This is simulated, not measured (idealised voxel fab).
The process module that follows is named voxel wiring stack.
Square cells of 5 nm make up the cross-section cut, whose width is 140 nm.
Bands, listed from the top down, are how a cross-section gets written in this document; the cross-section itself is a grid of square cells, and a band is one or more rows of them. Read a band's entry like this: the first values are the height of its top and the height of its bottom in nm, and what follows is the sequence of materials from left to right, each with its width in nm. Note that "empty" is empty space, and that a single material marked "edge to edge" reaches across the band from edge to edge. For the purposes of this specification, 0 denotes the height below which the wafer in its as-received condition is composed wholly of one material, and the lowermost band, lacking a lower limit, extends downward without end, as expressed in "0..down". Graded width ("30->40"): value in top row of band = first number; value in bottom row = second number; row-to-row change constant. For the purposes of this document, the phrase "everything unchanged" attached to a step denotes that no cell within the cross-section was modified by that step. Empty spaces counting at least 8 cells and having no open way to the top are listed in "Completely enclosed voids". The notation width x height at distance is used for each, the distance being from the left edge and all three values in nm. Post-settings text on a step line: simulator's own remark regarding the step. Among the settings permitted on a step's line is "overlay nm"; applied to a step with a mask, it specifies the extent to which the mask lay to the right of its planned position, whereas a negative figure signifies a position to the left.

### So here's the lineup of process steps we planned
1) RECEIVE [material Si]
2) CONFORMAL_DEP [material SiO2] [thk nm 10]
3) CONFORMAL_DEP [material SiCN] [thk nm 5]
4) DIRECTIONAL_DEP [material SiO2] [thk nm 25]
5) MASKED_ETCH [tone open] [mask id METAL_1] [width nm 20] [pitch nm 35] [etch materials SiO2] [depth nm 25] [overlay nm 0]
6) MASKED_ETCH [tone open] [mask id METAL_1] [width nm 20] [pitch nm 35] [etch materials SiCN] [depth nm 5] [overlay nm 0]
7) CONFORMAL_DEP [material TiN] [thk nm 5]
8) FILL_DEP [material W] [thk nm 10]
9) CMP [height nm 40]
10) EPI [material Ru] [thk nm 5]
11) FILL_DEP [material SiCN] [thk nm 5]
12) DIRECTIONAL_DEP [material lowk] [thk nm 10]
13) PATTERN [tone open] [mask id PLUG_1] [material resist] [width nm 15] [pitch nm 70] [thk nm 20] [overlay nm 0]
14) DIRECTIONAL_ETCH [etch materials lowk] [depth nm 10]
15) DIRECTIONAL_ETCH [etch materials SiCN] [depth nm 5]
16) STRIP [etch materials resist]
17) CONFORMAL_DEP [material TiN] [thk nm 5]
18) FILL_DEP [material W] [thk nm 5]
19) CMP [height nm 60]
20) DIRECTIONAL_DEP [material TiN] [thk nm 5]
21) DIRECTIONAL_DEP [material Ru] [thk nm 20]
22) MASKED_ETCH [tone cover] [mask id METAL_2] [width nm 20] [pitch nm 35] [etch materials Ru] [depth nm 20] [overlay nm 0]
23) MASKED_ETCH [tone cover] [mask id METAL_2] [width nm 20] [pitch nm 35] [etch materials TiN] [depth nm 5] [overlay nm 0]
24) CONFORMAL_DEP [material SiN] [thk nm 5]
25) FILL_DEP [material lowk] [thk nm 10]
26) CMP [height nm 85]
27) CONFORMAL_DEP [material SiCN] [thk nm 5]
28) DIRECTIONAL_DEP [material SiO2] [thk nm 35]
29) PATTERN [tone open] [mask id METAL_3] [material resist] [width nm 20] [pitch nm 35] [thk nm 15] [overlay nm 0]
30) DIRECTIONAL_ETCH [etch materials SiO2] [depth nm 20]
31) STRIP [etch materials resist]
32) PATTERN [tone open] [mask id METAL_3_HOLES] [material resist] [width nm 15] [pitch nm 35] [thk nm 15] [overlay nm 0]
33) DIRECTIONAL_ETCH [etch materials SiO2] [depth nm 15]
34) DIRECTIONAL_ETCH [etch materials SiCN] [depth nm 5]
35) STRIP [etch materials resist]
36) CONFORMAL_DEP [material TiN] [thk nm 5]
37) FILL_DEP [material Cu] [thk nm 10]
38) CMP [height nm 125]
39) CONFORMAL_DEP [material SiN] [thk nm 5]

### Cross-section, incoming material, after step 1
> 0..down | Si edge to edge
> Completely enclosed voids: none

### Starting wafer: above. Plan: above. Run: one mistake. Cross-section after the module: below
> 130..125 | SiN edge to edge
> 125..110 | SiO2=25, then SiCN=5, then Cu=10, then SiCN=5, then SiO2=15, then SiCN=5, then Cu=10, then SiCN=5, then SiO2=15, then SiCN=5, then Cu=10, then SiCN=5, then SiO2=25
> 110..105 | SiO2=25, then SiCN=5, then Cu=5, then SiCN=10, then SiO2=15, then SiCN=5, then Cu=5, then SiCN=10, then SiO2=15, then SiCN=5, then Cu=5, then SiCN=10, then SiO2=25
> 105..90 | SiO2=25, then SiCN=5, then Cu=5, then SiCN=5, then SiO2=20, then SiCN=5, then Cu=5, then SiCN=5, then SiO2=20, then SiCN=5, then Cu=5, then SiCN=5, then SiO2=30
> 90..85 | SiCN edge to edge
> 85..65 | lowk=20, then SiN=5, then Ru=20, then SiN=5, then lowk=5, then SiN=5, then Ru=20, then SiN=5, then lowk=5, then SiN=5, then Ru=20, then SiN=5, then lowk=20
> 65..60 | SiN=25, then TiN=20, then SiN=15, then TiN=20, then SiN=15, then TiN=20, then SiN=25
> 60..50 | lowk=25, then TiN=5, then W=5, then TiN=5, then lowk=55, then TiN=5, then W=5, then TiN=5, then lowk=30
> 50..45 | SiCN=25, then TiN=15, then SiCN=55, then TiN=15, then SiCN=30
> 45..40 | SiCN=20, then Ru=30, then SiCN=5, then Ru=30, then SiCN=5, then Ru=30, then SiCN=20
> 40..15 | SiO2=25, then TiN=5, then W=10, then TiN=5, then SiO2=15, then TiN=5, then W=10, then TiN=5, then SiO2=15, then TiN=5, then W=10, then TiN=5, then SiO2=25
> 15..10 | SiCN=25, then TiN=20, then SiCN=15, then TiN=20, then SiCN=15, then TiN=20, then SiCN=25
> 10..0 | SiO2 edge to edge
> 0..down | Si edge to edge
> Completely enclosed voids: none
Heads up, the wafer didn't run the way we planned it: the process deviated at step 36: the operation and settings actually run there were CONFORMAL_DEP [material SiCN] [thk nm 5]
